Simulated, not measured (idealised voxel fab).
process module | voxel self aligned vias
cross-section cut | 265 nm wide | cells 5 nm
A cross-section is a grid of square cells, given in bands from the top down. A band is one or more rows of cells.
Each band's line starts with the height of the band's top and of its bottom, in nm. Then come its materials from left to right, each with its width in nm. One material with "throughout" fills the band from edge to edge. "air" is empty space.
Height 0 is the level under which the wafer as received is all one material. The lowest band goes on downwards, as in "0 down".
A width such as "30 to 40" changes by the same amount from each row of cells to the next, from the band's top row to its bottom row.
"no change" after a step means that no cell of the cross-section changed.
closed voids: empty space of 8 cells or more with no open way to the top, each as width x height at its distance from the left edge, in nm
after a step's settings: what the simulator itself notes on the step
overlay nm, on a step with a mask: how far to the right of its planned place the mask lay; to the left if negative
plan
1 op RECEIVE | material Si
2 op CONFORMAL_DEP | material SiO2 | thk nm 15
3 op CONFORMAL_DEP | material SiCN | thk nm 5
4 op DIRECTIONAL_DEP | material lowk | thk nm 30
5 op MASKED_ETCH | tone open | mask id LINES | width nm 25 | pitch nm 75 | etch materials lowk | depth nm 30 | overlay nm 0
6 op CONFORMAL_DEP | material TiN | thk nm 5
7 op FILL_DEP | material Ru | thk nm 10
8 op CMP | height nm 50
9 op SELECTIVE_ETCH | etch materials W Ru TiN | depth nm 5
10 op FILL_DEP | material SiN | thk nm 10
11 op CMP | height nm 50
12 op DIRECTIONAL_DEP | material lowk | thk nm 20
13 op PATTERN | tone open | mask id VIAS | material resist | width nm 45 | thk nm 20 | overlay nm 0
14 op DIRECTIONAL_ETCH | etch materials lowk | depth nm 20
15 op DIRECTIONAL_ETCH | etch materials SiN | depth nm 5
16 op STRIP | etch materials resist
17 op CONFORMAL_DEP | material TiN | thk nm 5
18 op FILL_DEP | material W | thk nm 10
19 op CMP | height nm 70
20 op CONFORMAL_DEP | material SiN | thk nm 5
first wafer, as planned
as received, after step 1
  0 down: Si throughout
  closed voids: none
after step 2
  15 to 0: SiO2 throughout
  below 0: unchanged
after step 3
  20 to 15: SiCN throughout
  below 15: unchanged
after step 4
  50 to 20: lowk throughout
  below 20: unchanged
after step 5
  50 to 20: lowk 80 | air 25 | lowk 50 | air 25 | lowk 85
  below 20: unchanged
after step 6
  55 to 50: TiN 85 | air 15 | TiN 60 | air 15 | TiN 90
  50 to 25: lowk 80 | TiN 5 | air 15 | TiN 5 | lowk 50 | TiN 5 | air 15 | TiN 5 | lowk 85
  25 to 20: lowk 80 | TiN 25 | lowk 50 | TiN 25 | lowk 85
  below 20: unchanged
after step 7
  65 to 55: Ru throughout
  55 to 50: TiN 85 | Ru 15 | TiN 60 | Ru 15 | TiN 90
  50 to 25: lowk 80 | TiN 5 | Ru 15 | TiN 5 | lowk 50 | TiN 5 | Ru 15 | TiN 5 | lowk 85
  below 25: unchanged
after step 8
  50 to 25: lowk 80 | TiN 5 | Ru 15 | TiN 5 | lowk 50 | TiN 5 | Ru 15 | TiN 5 | lowk 85
  below 25: unchanged
after step 9
  50 to 45: lowk 80 | air 25 | lowk 50 | air 25 | lowk 85
  below 45: unchanged
after step 10
  60 to 50: SiN throughout
  50 to 45: lowk 80 | SiN 25 | lowk 50 | SiN 25 | lowk 85
  below 45: unchanged
after step 11
  50 to 45: lowk 80 | SiN 25 | lowk 50 | SiN 25 | lowk 85
  below 45: unchanged
after step 12
  70 to 50: lowk throughout
  below 50: unchanged
after step 13
  90 to 70: resist 70 | air 45 | resist 150
  below 70: unchanged
after step 14
  90 to 70: resist 70 | air 45 | resist 150
  70 to 50: lowk 70 | air 45 | lowk 150
  below 50: unchanged
after step 15
  90 to 70: resist 70 | air 45 | resist 150
  70 to 50: lowk 70 | air 45 | lowk 150
  50 to 45: lowk 80 | air 25 | lowk 50 | SiN 25 | lowk 85
  below 45: unchanged
after step 16
  70 to 50: lowk 70 | air 45 | lowk 150
  below 50: unchanged
after step 17
  75 to 70: TiN 75 | air 35 | TiN 155
  70 to 55: lowk 70 | TiN 5 | air 35 | TiN 5 | lowk 150
  55 to 50: lowk 70 | TiN 15 | air 15 | TiN 15 | lowk 150
  50 to 45: lowk 80 | TiN 25 | lowk 50 | SiN 25 | lowk 85
  below 45: unchanged
after step 18
  85 to 75: W throughout
  75 to 70: TiN 75 | W 35 | TiN 155
  70 to 55: lowk 70 | TiN 5 | W 35 | TiN 5 | lowk 150
  55 to 50: lowk 70 | TiN 15 | W 15 | TiN 15 | lowk 150
  below 50: unchanged
after step 19
  70 to 55: lowk 70 | TiN 5 | W 35 | TiN 5 | lowk 150
  below 55: unchanged
after step 20
  75 to 70: SiN throughout
  below 70: unchanged
second wafer: like start, like plan, one mistake. Through step 4 it matches the first wafer
when step 5 should have ended
  50 to 20: lowk 90 | air 25 | lowk 50 | air 25 | lowk 75
  below 20: unchanged
when step 6 should have ended
  55 to 50: TiN 95 | air 15 | TiN 60 | air 15 | TiN 80
  50 to 25: lowk 90 | TiN 5 | air 15 | TiN 5 | lowk 50 | TiN 5 | air 15 | TiN 5 | lowk 75
  25 to 20: lowk 90 | TiN 25 | lowk 50 | TiN 25 | lowk 75
  below 20: unchanged
when step 7 should have ended
  65 to 55: Ru throughout
  55 to 50: TiN 95 | Ru 15 | TiN 60 | Ru 15 | TiN 80
  50 to 25: lowk 90 | TiN 5 | Ru 15 | TiN 5 | lowk 50 | TiN 5 | Ru 15 | TiN 5 | lowk 75
  below 25: unchanged
when step 8 should have ended
  50 to 25: lowk 90 | TiN 5 | Ru 15 | TiN 5 | lowk 50 | TiN 5 | Ru 15 | TiN 5 | lowk 75
  below 25: unchanged
when step 9 should have ended
  50 to 45: lowk 90 | air 25 | lowk 50 | air 25 | lowk 75
  below 45: unchanged
when step 10 should have ended
  60 to 50: SiN throughout
  50 to 45: lowk 90 | SiN 25 | lowk 50 | SiN 25 | lowk 75
  below 45: unchanged
when step 11 should have ended
  50 to 45: lowk 90 | SiN 25 | lowk 50 | SiN 25 | lowk 75
  below 45: unchanged
when step 12 should have ended
  70 to 50: lowk throughout
  below 50: unchanged
when step 13 should have ended
  90 to 70: resist 70 | air 45 | resist 150
  below 70: unchanged
when step 14 should have ended
  90 to 70: resist 70 | air 45 | resist 150
  70 to 50: lowk 70 | air 45 | lowk 150
  below 50: unchanged
when step 15 should have ended
  90 to 70: resist 70 | air 45 | resist 150
  70 to 50: lowk 70 | air 45 | lowk 150
  50 to 45: lowk 90 | air 25 | lowk 50 | SiN 25 | lowk 75
  below 45: unchanged
when step 16 should have ended
  70 to 50: lowk 70 | air 45 | lowk 150
  below 50: unchanged
when step 17 should have ended
  75 to 70: TiN 75 | air 35 | TiN 155
  70 to 55: lowk 70 | TiN 5 | air 35 | TiN 5 | lowk 150
  55 to 50: lowk 70 | TiN 25 | air 15 | TiN 5 | lowk 150
  50 to 45: lowk 90 | TiN 25 | lowk 50 | SiN 25 | lowk 75
  below 45: unchanged
when step 18 should have ended
  85 to 75: W throughout
  75 to 70: TiN 75 | W 35 | TiN 155
  70 to 55: lowk 70 | TiN 5 | W 35 | TiN 5 | lowk 150
  55 to 50: lowk 70 | TiN 25 | W 15 | TiN 5 | lowk 150
  below 50: unchanged
when step 19 should have ended
  70 to 55: lowk 70 | TiN 5 | W 35 | TiN 5 | lowk 150
  below 55: unchanged
when step 20 should have ended
  75 to 70: SiN throughout
  below 70: unchanged
what went wrong: step 5 ran as: op MASKED_ETCH | tone open | mask id LINES | width nm 25 | pitch nm 75 | etch materials lowk | depth nm 30 | overlay nm 10
at the end the second wafer has, in cells: as many of each material as the first, in other places
